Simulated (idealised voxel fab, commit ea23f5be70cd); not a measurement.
process module | voxel ribs on slabs
cross-section cut | 185 nm wide | cells 5 nm
A cross-section is a grid of square cells, given in bands from the top down. A band is one or more rows of cells.
Each band's line starts with the height of the band's top and of its bottom, in nm. Then come its materials from left to right, each with its width in nm. One material with "throughout" fills the band from edge to edge. "air" is empty space.
Height 0 is the level under which the wafer as received is all one material. The lowest band goes on downwards, as in "0 down".
A width such as "30 to 40" changes by the same amount from each row of cells to the next, from the band's top row to its bottom row.
"no change" after a step means that no cell of the cross-section changed.
closed voids: empty space of 8 cells or more with no open way to the top, each as width x height at its distance from the left edge, in nm
after a step's settings: what the simulator itself notes on the step
overlay nm, on a step with a mask: how far to the right of its planned place the mask lay; to the left if negative
plan
1 op RECEIVE | material Si
2 op DIRECTIONAL_DEP | material SiO2 | thk nm 30
3 op DIRECTIONAL_DEP | material polySi | thk nm 20
4 op PATTERN | tone cover | mask id RIB | material resist | width nm 25 | thk nm 20 | overlay nm 0
5 op DIRECTIONAL_ETCH | etch materials polySi | depth nm 15
6 op STRIP | etch materials resist
7 op PATTERN | tone cover | mask id SLAB | material resist | width nm 75 | thk nm 20 | overlay nm 0
8 op DIRECTIONAL_ETCH | etch materials polySi | depth nm 5
9 op STRIP | etch materials resist
10 op FILL_DEP | material SiO2 | thk nm 30
11 op CMP | height nm 70
12 op DIRECTIONAL_DEP | material W | thk nm 10
13 op DIRECTIONAL_DEP | material aC | thk nm 10
14 op PATTERN | tone cover | mask id HEATER | material resist | width nm 35 | thk nm 30 | overlay nm 0
15 op DIRECTIONAL_ETCH | etch materials aC | depth nm 10
16 op STRIP | etch materials resist
17 op DIRECTIONAL_ETCH | etch materials W | depth nm 10
18 op STRIP | etch materials aC
19 op CONFORMAL_DEP | material SiN | thk nm 5
first wafer, as planned
as received, after step 1
  0 down: Si throughout
  closed voids: none
after step 2
  30 to 0: SiO2 throughout
  below 0: unchanged
after step 3
  50 to 30: polySi throughout
  below 30: unchanged
after step 4
  70 to 50: air 80 | resist 25 | air 80
  below 50: unchanged
after step 5
  70 to 50: air 80 | resist 25 | air 80
  50 to 35: air 80 | polySi 25 | air 80
  below 35: unchanged
after step 6
  50 to 35: air 80 | polySi 25 | air 80
  below 35: unchanged
after step 7
  70 to 50: air 55 | resist 75 | air 55
  50 to 35: air 55 | resist 25 | polySi 25 | resist 25 | air 55
  below 35: unchanged
after step 8
  70 to 50: air 55 | resist 75 | air 55
  50 to 35: air 55 | resist 25 | polySi 25 | resist 25 | air 55
  35 to 30: air 55 | polySi 75 | air 55
  below 30: unchanged
after step 9
  50 to 35: air 80 | polySi 25 | air 80
  below 35: unchanged
after step 10
  80 to 50: SiO2 throughout
  50 to 35: SiO2 80 | polySi 25 | SiO2 80
  35 to 30: SiO2 55 | polySi 75 | SiO2 55
  below 30: unchanged
after step 11
  70 to 50: SiO2 throughout
  below 50: unchanged
after step 12
  80 to 70: W throughout
  below 70: unchanged
after step 13
  90 to 80: aC throughout
  below 80: unchanged
after step 14
  120 to 90: air 75 | resist 35 | air 75
  below 90: unchanged
after step 15
  110 to 90: air 75 | resist 35 | air 75
  90 to 80: air 75 | aC 35 | air 75
  below 80: unchanged
after step 16
  90 to 80: air 75 | aC 35 | air 75
  below 80: unchanged
after step 17
  90 to 80: air 75 | aC 35 | air 75
  80 to 70: air 75 | W 35 | air 75
  below 70: unchanged
after step 18
  80 to 70: air 75 | W 35 | air 75
  below 70: unchanged
after step 19
  85 to 80: air 70 | SiN 45 | air 70
  80 to 75: air 70 | SiN 5 | W 35 | SiN 5 | air 70
  75 to 70: SiN 75 | W 35 | SiN 75
  below 70: unchanged
second wafer: like start, like plan, one mistake. Through step 11 it matches the first wafer
when step 12 should have ended
  85 to 70: W throughout
  below 70: unchanged
when step 13 should have ended
  95 to 85: aC throughout
  below 85: unchanged
when step 14 should have ended
  125 to 95: air 75 | resist 35 | air 75
  below 95: unchanged
when step 15 should have ended
  115 to 95: air 75 | resist 35 | air 75
  95 to 85: air 75 | aC 35 | air 75
  below 85: unchanged
when step 16 should have ended
  95 to 85: air 75 | aC 35 | air 75
  below 85: unchanged
when step 17 should have ended
  95 to 85: air 75 | aC 35 | air 75
  85 to 75: air 75 | W 35 | air 75
  below 75: unchanged
when step 18 should have ended
  85 to 75: air 75 | W 35 | air 75
  below 75: unchanged
when step 19 should have ended
  90 to 85: air 70 | SiN 45 | air 70
  85 to 80: air 70 | SiN 5 | W 35 | SiN 5 | air 70
  80 to 75: SiN 75 | W 35 | SiN 75
  below 75: unchanged
what went wrong: step 12 ran as: op DIRECTIONAL_DEP | material W | thk nm 15
at the end the second wafer has, in cells: 37 more of W
